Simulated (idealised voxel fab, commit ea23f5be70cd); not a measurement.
A process module follows: voxel spacer lines.
For reference, the cross-section in this document is cut, with width 235 nm and square cells of 5 nm.
When this document writes out a cross-section, it uses a grid of square cells and lists it as bands, beginning at the top and moving down, with a band standing for one or more rows of cells.
Band: top and bottom heights (nm) first, top before bottom; then materials from left to right, widths in nm. "everywhere" marks a sole material filling the band edge to edge. "air" denotes empty space.
Heights are expressed relative to 0, this being the level below which the as-received wafer comprises one material exclusively. The lowest band is unbounded in the downward direction and is denoted as in "0 and below".
The two numbers in a width such as "30->40" mark its ends across the band: the first belongs to the top row of cells, the second to the bottom row, and from each row to the next the width moves by the same amount.
The designation "left unchanged", where it is given for a processing step, indicates that no cell of the cross-section was altered in the course of that step.
Reported under the label "Closed void inventory" are the empty spaces having no open way to the top and comprising 8 cells or more; the notation for each is width x height at distance, in which the distance is measured from the left edge and all three values are in nm.
after a step's settings: what the simulator itself notes on the step
overlay nm, on a step with a mask: how far to the right of its planned place the mask lay; to the left if negative
This section lists the process steps that were planned:
1 RECEIVE: material Si
2 CONFORMAL_DEP: material Al2O3, thk nm 10
3 DIRECTIONAL_DEP: material SiN, thk nm 15
4 DIRECTIONAL_DEP: material polySi, thk nm 20
5 PATTERN: tone cover, mask id MANDREL, material resist, width nm 20, pitch nm 70, thk nm 25, overlay nm 0
6 DIRECTIONAL_ETCH: etch materials polySi, depth nm 20
7 STRIP: etch materials resist
8 CONFORMAL_DEP: material SiO2, thk nm 15
9 DIRECTIONAL_ETCH: etch materials SiO2, depth nm 15
10 STRIP: etch materials polySi
11 DIRECTIONAL_ETCH: etch materials SiN, depth nm 15
12 STRIP: etch materials SiO2
13 FILL_DEP: material lowk, thk nm 5
14 CMP: height nm 25
First out of two wafers; run went to plan:
Wafer at receipt (post step 1), cross-section:
0 and below | Si everywhere
Closed void inventory: none
After step 2:
10 down to 0 | Al2O3 everywhere
Everything under 0 stays put, no change at all.
After step 3:
25 down to 10 | SiN everywhere
Everything under 10 stays put, no change at all.
After step 4:
45 down to 25 | polySi everywhere
Everything under 25 stays put, no change at all.
After step 5:
70 down to 45 | 70 of air / 20 of resist / 50 of air / 20 of resist / 75 of air
Everything under 45 stays put, no change at all.
After step 6:
70 down to 45 | 70 of air / 20 of resist / 50 of air / 20 of resist / 75 of air
45 down to 25 | 70 of air / 20 of polySi / 50 of air / 20 of polySi / 75 of air
Everything under 25 stays put, no change at all.
After step 7:
45 down to 25 | 70 of air / 20 of polySi / 50 of air / 20 of polySi / 75 of air
Everything under 25 stays put, no change at all.
After step 8:
60 down to 45 | 55 of air / 50 of SiO2 / 20 of air / 50 of SiO2 / 60 of air
45 down to 40 | 55 of air / 15 of SiO2 / 20 of polySi / 15 of SiO2 / 20 of air / 15 of SiO2 / 20 of polySi / 15 of SiO2 / 60 of air
40 down to 25 | 70 of SiO2 / 20 of polySi / 50 of SiO2 / 20 of polySi / 75 of SiO2
Everything under 25 stays put, no change at all.
After step 9:
45 down to 25 | 55 of air / 15 of SiO2 / 20 of polySi / 15 of SiO2 / 20 of air / 15 of SiO2 / 20 of polySi / 15 of SiO2 / 60 of air
Everything under 25 stays put, no change at all.
After step 10:
45 down to 25 | 55 of air / 15 of SiO2 / 20 of air / 15 of SiO2 / 20 of air / 15 of SiO2 / 20 of air / 15 of SiO2 / 60 of air
Everything under 25 stays put, no change at all.
After step 11:
45 down to 25 | 55 of air / 15 of SiO2 / 20 of air / 15 of SiO2 / 20 of air / 15 of SiO2 / 20 of air / 15 of SiO2 / 60 of air
25 down to 10 | 55 of air / 15 of SiN / 20 of air / 15 of SiN / 20 of air / 15 of SiN / 20 of air / 15 of SiN / 60 of air
Everything under 10 stays put, no change at all.
After step 12:
25 down to 10 | 55 of air / 15 of SiN / 20 of air / 15 of SiN / 20 of air / 15 of SiN / 20 of air / 15 of SiN / 60 of air
Everything under 10 stays put, no change at all.
After step 13:
30 down to 25 | lowk everywhere
25 down to 10 | 55 of lowk / 15 of SiN / 20 of lowk / 15 of SiN / 20 of lowk / 15 of SiN / 20 of lowk / 15 of SiN / 60 of lowk
Everything under 10 stays put, no change at all.
After step 14:
25 down to 10 | 55 of lowk / 15 of SiN / 20 of lowk / 15 of SiN / 20 of lowk / 15 of SiN / 20 of lowk / 15 of SiN / 60 of lowk
Everything under 10 stays put, no change at all.
Okay, second wafer. Nothing different at the start, nothing different in the plan, just one mistake somewhere in the running. As far as step 4, counting that step, it's the first wafer all over again:
Second wafer, sectioned view, at step 5's planned end time:
70 down to 45 | 75 of air / 20 of resist / 50 of air / 20 of resist / 70 of air
Everything under 45 stays put, no change at all.
Second wafer, sectioned view, at step 6's planned end time:
70 down to 45 | 75 of air / 20 of resist / 50 of air / 20 of resist / 70 of air
45 down to 25 | 75 of air / 20 of polySi / 50 of air / 20 of polySi / 70 of air
Everything under 25 stays put, no change at all.
Second wafer, sectioned view, at step 7's planned end time:
45 down to 25 | 75 of air / 20 of polySi / 50 of air / 20 of polySi / 70 of air
Everything under 25 stays put, no change at all.
Second wafer, sectioned view, at step 8's planned end time:
60 down to 45 | 60 of air / 50 of SiO2 / 20 of air / 50 of SiO2 / 55 of air
45 down to 40 | 60 of air / 15 of SiO2 / 20 of polySi / 15 of SiO2 / 20 of air / 15 of SiO2 / 20 of polySi / 15 of SiO2 / 55 of air
40 down to 25 | 75 of SiO2 / 20 of polySi / 50 of SiO2 / 20 of polySi / 70 of SiO2
Everything under 25 stays put, no change at all.
Second wafer, sectioned view, at step 9's planned end time:
45 down to 25 | 60 of air / 15 of SiO2 / 20 of polySi / 15 of SiO2 / 20 of air / 15 of SiO2 / 20 of polySi / 15 of SiO2 / 55 of air
Everything under 25 stays put, no change at all.
Second wafer, sectioned view, at step 10's planned end time:
45 down to 25 | 60 of air / 15 of SiO2 / 20 of air / 15 of SiO2 / 20 of air / 15 of SiO2 / 20 of air / 15 of SiO2 / 55 of air
Everything under 25 stays put, no change at all.
Second wafer, sectioned view, at step 11's planned end time:
45 down to 25 | 60 of air / 15 of SiO2 / 20 of air / 15 of SiO2 / 20 of air / 15 of SiO2 / 20 of air / 15 of SiO2 / 55 of air
25 down to 10 | 60 of air / 15 of SiN / 20 of air / 15 of SiN / 20 of air / 15 of SiN / 20 of air / 15 of SiN / 55 of air
Everything under 10 stays put, no change at all.
Second wafer, sectioned view, at step 12's planned end time:
25 down to 10 | 60 of air / 15 of SiN / 20 of air / 15 of SiN / 20 of air / 15 of SiN / 20 of air / 15 of SiN / 55 of air
Everything under 10 stays put, no change at all.
Second wafer, sectioned view, at step 13's planned end time:
30 down to 25 | lowk everywhere
25 down to 10 | 60 of lowk / 15 of SiN / 20 of lowk / 15 of SiN / 20 of lowk / 15 of SiN / 20 of lowk / 15 of SiN / 55 of lowk
Everything under 10 stays put, no change at all.
Second wafer, sectioned view, at step 14's planned end time:
25 down to 10 | 60 of lowk / 15 of SiN / 20 of lowk / 15 of SiN / 20 of lowk / 15 of SiN / 20 of lowk / 15 of SiN / 55 of lowk
Everything under 10 stays put, no change at all.
Heads up, the wafer didn't run the way we planned it: planned and actual differ for step 5; actual: PATTERN: tone cover, mask id MANDREL, material resist, width nm 20, pitch nm 70, thk nm 25, overlay nm 5
at the end the second wafer has, in cells: as many of each material as the first, in other places
